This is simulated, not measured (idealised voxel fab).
Title: Process Module voxel double patterning
Shown is cross-section cut, with a width of 165 nm and square cells of size 5 nm.
Cross-section = grid of square cells, listed top down in bands; band = one or more rows.
Within each band entry, the heights of the top and of the bottom of the band appear first, in that order and in nm; the materials of the band then follow from left to right, each with its corresponding width in nm. The designation "throughout" on a single material indicates that it fills the band from edge to edge; the designation "blank" indicates empty space.
Heights are reckoned from 0. Under this level, the received wafer is all of one material. The bottommost band is open-ended downward, for example "z 0 and below".
Note: "30 to 40" means the width goes from the first number (top row of the band) to the second number (bottom row) in equal steps per row of cells.
For the purposes of this document, the phrase "identical to before" attached to a step denotes that no cell within the cross-section was modified by that step.
Closed empty spaces (no open way to the top) of 8 cells or more are what "Cavities, sealed" lists, each as width x height at distance from the left edge, nm for all three.
Post-settings text on a step line: simulator's own remark regarding the step.
The setting "overlay nm" may be written on the line of a step. When the step uses a mask, the value reports how far to the right of the planned place the mask lay, and a negative value reports that it lay to the left.

The planned process steps are enumerated hereunder:
| 1 | RECEIVE,material Si |
| 2 | CONFORMAL_DEP,material SiO2,thk nm 10 |
| 3 | DIRECTIONAL_DEP,material polySi,thk nm 15 |
| 4 | DIRECTIONAL_DEP,material SiN,thk nm 10 |
| 5 | DIRECTIONAL_DEP,material aC,thk nm 10 |
| 6 | PATTERN,tone open,mask id FIRST,material resist,width nm 15,pitch nm 50,thk nm 30,overlay nm 0 |
| 7 | DIRECTIONAL_ETCH,etch materials aC,depth nm 10 |
| 8 | STRIP,etch materials resist |
| 9 | DIRECTIONAL_ETCH,etch materials SiN,depth nm 10 |
| 10 | STRIP,etch materials aC |
| 11 | DIRECTIONAL_DEP,material aC,thk nm 10 |
| 12 | PATTERN,tone open,mask id SECOND,material resist,width nm 15,pitch nm 50,thk nm 30,overlay nm 0 |
| 13 | DIRECTIONAL_ETCH,etch materials aC,depth nm 10 |
| 14 | STRIP,etch materials resist |
| 15 | DIRECTIONAL_ETCH,etch materials SiN,depth nm 10 |
| 16 | STRIP,etch materials aC |
| 17 | DIRECTIONAL_ETCH,etch materials polySi,depth nm 15 |
| 18 | STRIP,etch materials SiN |

Of two wafers, the first: run according to plan:

Cross-sectional view of the wafer in its as-received condition, corresponding to the state after step 1:
> z 0 and below = Si throughout
> Cavities, sealed: none

Step 2 complete: cross-section through the wafer:
> z 10 to 0 = SiO2 throughout
> At heights below 0, the structure remains unaltered.

Step 3 complete: cross-section through the wafer:
> z 25 to 10 = polySi throughout
> At heights below 10, the structure remains unaltered.

Step 4 complete: cross-section through the wafer:
> z 35 to 25 = SiN throughout
> At heights below 25, the structure remains unaltered.

Step 5 complete: cross-section through the wafer:
> z 45 to 35 = aC throughout
> At heights below 35, the structure remains unaltered.

Step 6 complete: cross-section through the wafer:
> z 75 to 45 = resist=25, blank=15, resist=35, blank=15, resist=35, blank=15, resist=25
> At heights below 45, the structure remains unaltered.

Step 7 complete: cross-section through the wafer:
> z 65 to 45 = resist=25, blank=15, resist=35, blank=15, resist=35, blank=15, resist=25
> z 45 to 35 = aC=25, blank=15, aC=35, blank=15, aC=35, blank=15, aC=25
> At heights below 35, the structure remains unaltered.

Step 8 complete: cross-section through the wafer:
> z 45 to 35 = aC=25, blank=15, aC=35, blank=15, aC=35, blank=15, aC=25
> At heights below 35, the structure remains unaltered.

Step 9 complete: cross-section through the wafer:
> z 45 to 35 = aC=25, blank=15, aC=35, blank=15, aC=35, blank=15, aC=25
> z 35 to 25 = SiN=25, blank=15, SiN=35, blank=15, SiN=35, blank=15, SiN=25
> At heights below 25, the structure remains unaltered.

Step 10 complete: cross-section through the wafer:
> z 35 to 25 = SiN=25, blank=15, SiN=35, blank=15, SiN=35, blank=15, SiN=25
> At heights below 25, the structure remains unaltered.

Step 11 complete: cross-section through the wafer:
> z 45 to 35 = aC=25, blank=15, aC=35, blank=15, aC=35, blank=15, aC=25
> z 35 to 25 = SiN=25, aC=15, SiN=35, aC=15, SiN=35, aC=15, SiN=25
> At heights below 25, the structure remains unaltered.

Step 12 complete: cross-section through the wafer:
> z 75 to 45 = resist=50, blank=15, resist=35, blank=15, resist=50
> z 45 to 35 = aC=25, resist=15, aC=35, resist=15, aC=35, resist=15, aC=25
> At heights below 35, the structure remains unaltered.

Step 13 complete: cross-section through the wafer:
> z 65 to 45 = resist=50, blank=15, resist=35, blank=15, resist=50
> z 45 to 35 = aC=25, resist=15, aC=10, blank=15, aC=10, resist=15, aC=10, blank=15, aC=10, resist=15, aC=25
> At heights below 35, the structure remains unaltered.

Step 14 complete: cross-section through the wafer:
> z 45 to 35 = aC=25, blank=15, aC=10, blank=15, aC=10, blank=15, aC=10, blank=15, aC=10, blank=15, aC=25
> At heights below 35, the structure remains unaltered.

Step 15 complete: cross-section through the wafer:
> z 45 to 35 = aC=25, blank=15, aC=10, blank=15, aC=10, blank=15, aC=10, blank=15, aC=10, blank=15, aC=25
> z 35 to 25 = SiN=25, aC=15, SiN=10, blank=15, SiN=10, aC=15, SiN=10, blank=15, SiN=10, aC=15, SiN=25
> At heights below 25, the structure remains unaltered.

Step 16 complete: cross-section through the wafer:
> z 35 to 25 = SiN=25, blank=15, SiN=10, blank=15, SiN=10, blank=15, SiN=10, blank=15, SiN=10, blank=15, SiN=25
> At heights below 25, the structure remains unaltered.

Step 17 complete: cross-section through the wafer:
> z 35 to 25 = SiN=25, blank=15, SiN=10, blank=15, SiN=10, blank=15, SiN=10, blank=15, SiN=10, blank=15, SiN=25
> z 25 to 10 = polySi=25, blank=15, polySi=10, blank=15, polySi=10, blank=15, polySi=10, blank=15, polySi=10, blank=15, polySi=25
> At heights below 10, the structure remains unaltered.

Step 18 complete: cross-section through the wafer:
> z 25 to 10 = polySi=25, blank=15, polySi=10, blank=15, polySi=10, blank=15, polySi=10, blank=15, polySi=10, blank=15, polySi=25
> At heights below 10, the structure remains unaltered.

Second wafer - shared start and plan with the first - one error in running - same as the first up to step 1 inclusive:

Cross-section: second wafer, time at which step 2 was scheduled to end: identical to before

Cross-section: second wafer, time at which step 3 was scheduled to end:
> z 15 to 0 = polySi throughout
> At heights below 0, the structure remains unaltered.

Cross-section: second wafer, time at which step 4 was scheduled to end:
> z 25 to 15 = SiN throughout
> At heights below 15, the structure remains unaltered.

Cross-section: second wafer, time at which step 5 was scheduled to end:
> z 35 to 25 = aC throughout
> At heights below 25, the structure remains unaltered.

Cross-section: second wafer, time at which step 6 was scheduled to end:
> z 65 to 35 = resist=25, blank=15, resist=35, blank=15, resist=35, blank=15, resist=25
> At heights below 35, the structure remains unaltered.

Cross-section: second wafer, time at which step 7 was scheduled to end:
> z 55 to 35 = resist=25, blank=15, resist=35, blank=15, resist=35, blank=15, resist=25
> z 35 to 25 = aC=25, blank=15, aC=35, blank=15, aC=35, blank=15, aC=25
> At heights below 25, the structure remains unaltered.

Cross-section: second wafer, time at which step 8 was scheduled to end:
> z 35 to 25 = aC=25, blank=15, aC=35, blank=15, aC=35, blank=15, aC=25
> At heights below 25, the structure remains unaltered.

Cross-section: second wafer, time at which step 9 was scheduled to end:
> z 35 to 25 = aC=25, blank=15, aC=35, blank=15, aC=35, blank=15, aC=25
> z 25 to 15 = SiN=25, blank=15, SiN=35, blank=15, SiN=35, blank=15, SiN=25
> At heights below 15, the structure remains unaltered.

Cross-section: second wafer, time at which step 10 was scheduled to end:
> z 25 to 15 = SiN=25, blank=15, SiN=35, blank=15, SiN=35, blank=15, SiN=25
> At heights below 15, the structure remains unaltered.

Cross-section: second wafer, time at which step 11 was scheduled to end:
> z 35 to 25 = aC=25, blank=15, aC=35, blank=15, aC=35, blank=15, aC=25
> z 25 to 15 = SiN=25, aC=15, SiN=35, aC=15, SiN=35, aC=15, SiN=25
> At heights below 15, the structure remains unaltered.

Cross-section: second wafer, time at which step 12 was scheduled to end:
> z 65 to 35 = resist=50, blank=15, resist=35, blank=15, resist=50
> z 35 to 25 = aC=25, resist=15, aC=35, resist=15, aC=35, resist=15, aC=25
> At heights below 25, the structure remains unaltered.

Cross-section: second wafer, time at which step 13 was scheduled to end:
> z 55 to 35 = resist=50, blank=15, resist=35, blank=15, resist=50
> z 35 to 25 = aC=25, resist=15, aC=10, blank=15, aC=10, resist=15, aC=10, blank=15, aC=10, resist=15, aC=25
> At heights below 25, the structure remains unaltered.

Cross-section: second wafer, time at which step 14 was scheduled to end:
> z 35 to 25 = aC=25, blank=15, aC=10, blank=15, aC=10, blank=15, aC=10, blank=15, aC=10, blank=15, aC=25
> At heights below 25, the structure remains unaltered.

Cross-section: second wafer, time at which step 15 was scheduled to end:
> z 35 to 25 = aC=25, blank=15, aC=10, blank=15, aC=10, blank=15, aC=10, blank=15, aC=10, blank=15, aC=25
> z 25 to 15 = SiN=25, aC=15, SiN=10, blank=15, SiN=10, aC=15, SiN=10, blank=15, SiN=10, aC=15, SiN=25
> At heights below 15, the structure remains unaltered.

Cross-section: second wafer, time at which step 16 was scheduled to end:
> z 25 to 15 = SiN=25, blank=15, SiN=10, blank=15, SiN=10, blank=15, SiN=10, blank=15, SiN=10, blank=15, SiN=25
> At heights below 15, the structure remains unaltered.

Cross-section: second wafer, time at which step 17 was scheduled to end:
> z 25 to 15 = SiN=25, blank=15, SiN=10, blank=15, SiN=10, blank=15, SiN=10, blank=15, SiN=10, blank=15, SiN=25
> z 15 to 0 = polySi=25, blank=15, polySi=10, blank=15, polySi=10, blank=15, polySi=10, blank=15, polySi=10, blank=15, polySi=25
> At heights below 0, the structure remains unaltered.

Cross-section: second wafer, time at which step 18 was scheduled to end:
> z 15 to 0 = polySi=25, blank=15, polySi=10, blank=15, polySi=10, blank=15, polySi=10, blank=15, polySi=10, blank=15, polySi=25
> At heights below 0, the structure remains unaltered.
Error vs. plan: step 2 of the plan: omitted, not performed
End of process, cell counts, second wafer against first, materials with more or fewer: SiO2 -66
